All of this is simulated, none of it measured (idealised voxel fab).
Proc. module: voxel gate over fins
The width of the displayed cross-section, cut, is 160 nm; its cells are square, with a size of 5 nm.
This document writes a cross-section as a grid whose cells are square, and gives it as bands, listed from the top down; one or more rows of cells form a band.
Band entry format. Leading values: height of top, height of bottom, nm. Remainder: materials in left-to-right order, each with its width in nm. Special words: "edge to edge" on a single material, which then fills the band edge to edge; "empty", empty space.
The reference from which all heights are counted is 0, the level beneath which the as-received wafer is entirely one material; the lowest band, having no lower bound, proceeds downward and is written after the example "z 0 and below".
Graded width ("30..40"): value in top row of band = first number; value in bottom row = second number; row-to-row change constant.
Take "identical to before" at face value: in the step it is given for, the cross-section changed in none of its cells.
Empty spaces counting at least 8 cells and having no open way to the top are listed in "Tabulated closed voids". The notation width x height at distance is used for each, the distance being from the left edge and all three values in nm.
It should be noted that, on the line of a given step, the content following the step's settings is a remark produced by the simulator itself with respect to that step.
If you see "overlay nm" on a step's line and that step has a mask, it's telling you how far right of where it was planned the mask ended up; a negative number means it went left instead.
### Below is the list of planned process steps
1 RECEIVE | material Si
2 CONFORMAL_DEP | material SiN | thk nm 5
3 DIRECTIONAL_DEP | material aC | thk nm 15
4 PATTERN | tone cover | mask id FINS | material resist | width nm 15 | pitch nm 60 | thk nm 30 | overlay nm 0
5 DIRECTIONAL_ETCH | etch materials aC | depth nm 15
6 STRIP | etch materials resist
7 DIRECTIONAL_ETCH | etch materials SiN | depth nm 5
8 DIRECTIONAL_ETCH | etch materials Si | depth nm 40
9 STRIP | etch materials aC
10 OXIDIZE | depth nm 5
11 FILL_DEP | material SiO2 | thk nm 10
12 CMP | height nm 5
13 DIRECTIONAL_DEP | material aC | thk nm 15
14 PATTERN | tone open | mask id RAIL | material resist | width nm 15 | thk nm 35 | overlay nm 0
15 DIRECTIONAL_ETCH | etch materials aC | depth nm 15
16 STRIP | etch materials resist
17 DIRECTIONAL_ETCH | etch materials SiO2 | depth nm 40
18 STRIP | etch materials aC
19 CONFORMAL_DEP | material TiN | thk nm 5
20 FILL_DEP | material W | thk nm 5
21 CMP | height nm 5
22 SELECTIVE_ETCH | etch materials W Ru TiN | depth nm 20
23 FILL_DEP | material SiO2 | thk nm 5
24 CMP | height nm 5
25 SELECTIVE_ETCH | etch materials SiO2 | depth nm 15
26 STRIP | etch materials SiN
27 CONFORMAL_DEP | material HfO2 | thk nm 5
28 CONFORMAL_DEP | material TiN | thk nm 5
29 CONFORMAL_DEP | material TiAl | thk nm 5
30 CONFORMAL_DEP | material TiN | thk nm 5
31 FILL_DEP | material W | thk nm 15
32 CMP | height nm 30
33 CONFORMAL_DEP | material SiCN | thk nm 10
Wafers differ in width nm at step 14; plan lists the first wafer's value; identical starting state.
### first wafer as received, after step 1
	z 0 and below  Si edge to edge
	Tabulated closed voids: none
### Cross-section after step 33, the final step of the module, for the first of several wafers
	z 40 to 30  SiCN edge to edge
	z 30 to 20  W edge to edge
	z 20 to 15  W: 25; TiN: 45; W: 15; TiN: 45; W: 30
	z 15 to 10  W: 25; TiN: 5; TiAl: 35; TiN: 5; W: 15; TiN: 5; TiAl: 35; TiN: 5; W: 30
	z 10 to 5  TiN: 30; TiAl: 5; TiN: 25; TiAl: 5; TiN: 25; TiAl: 5; TiN: 25; TiAl: 5; TiN: 35
	z 5 to 0  TiAl: 35; TiN: 5; HfO2: 15; TiN: 5; TiAl: 35; TiN: 5; HfO2: 15; TiN: 5; TiAl: 40
	z 0 to -5  TiN: 40; HfO2: 5; Si: 5; HfO2: 5; TiN: 45; HfO2: 5; Si: 5; HfO2: 5; TiN: 45
	z -5 to -10  HfO2: 45; Si: 5; HfO2: 55; Si: 5; HfO2: 50
	z -10 to -15  SiO2: 45; Si: 5; SiO2: 55; Si: 5; SiO2: 50
	z -15 to -30  SiO2: 45; Si: 5; SiO2: 20; TiN: 5; W: 5; TiN: 5; SiO2: 20; Si: 5; SiO2: 50
	z -30 to -35  SiO2: 45; Si: 5; SiO2: 20; TiN: 15; SiO2: 20; Si: 5; SiO2: 50
	z -35 to -45  SiO2: 45; Si: 5; SiO2: 55; Si: 5; SiO2: 50
	z -45 and below  Si edge to edge
	Tabulated closed voids: none
### Here we cross-sectioned the last of the wafers once the module was done
	z 40 to 30  SiCN edge to edge
	z 30 to 20  W edge to edge
	z 20 to 15  W: 25; TiN: 45; W: 15; TiN: 45; W: 30
	z 15 to 10  W: 25; TiN: 5; TiAl: 35; TiN: 5; W: 15; TiN: 5; TiAl: 35; TiN: 5; W: 30
	z 10 to 5  TiN: 30; TiAl: 5; TiN: 25; TiAl: 5; TiN: 25; TiAl: 5; TiN: 25; TiAl: 5; TiN: 35
	z 5 to 0  TiAl: 35; TiN: 5; HfO2: 15; TiN: 5; TiAl: 35; TiN: 5; HfO2: 15; TiN: 5; TiAl: 40
	z 0 to -5  TiN: 40; HfO2: 5; Si: 5; HfO2: 5; TiN: 45; HfO2: 5; Si: 5; HfO2: 5; TiN: 45
	z -5 to -10  HfO2: 45; Si: 5; HfO2: 55; Si: 5; HfO2: 50
	z -10 to -15  SiO2: 45; Si: 5; SiO2: 55; Si: 5; SiO2: 50
	z -15 to -30  SiO2: 45; Si: 5; SiO2: 15; TiN: 5; W: 20; TiN: 5; SiO2: 10; Si: 5; SiO2: 50
	z -30 to -35  SiO2: 45; Si: 5; SiO2: 15; TiN: 30; SiO2: 10; Si: 5; SiO2: 50
	z -35 to -45  SiO2: 45; Si: 5; SiO2: 55; Si: 5; SiO2: 50
	z -45 and below  Si edge to edge
	Tabulated closed voids: none
### each wafer at the end: cells of each material gained (+) or lost (-) since it was received, then its closed voids
width nm 15, +40 HfO2, -270 Si, +64 SiCN, +198 SiO2, +40 TiAl, +89 TiN, +95 W, Tabulated closed voids: none
width nm 20, +40 HfO2, -270 Si, +64 SiCN, +194 SiO2, +40 TiAl, +90 TiN, +98 W, Tabulated closed voids: none
width nm 25, +40 HfO2, -270 Si, +64 SiCN, +190 SiO2, +40 TiAl, +91 TiN, +101 W, Tabulated closed voids: none
width nm 30, +40 HfO2, -270 Si, +64 SiCN, +186 SiO2, +40 TiAl, +92 TiN, +104 W, Tabulated closed voids: none
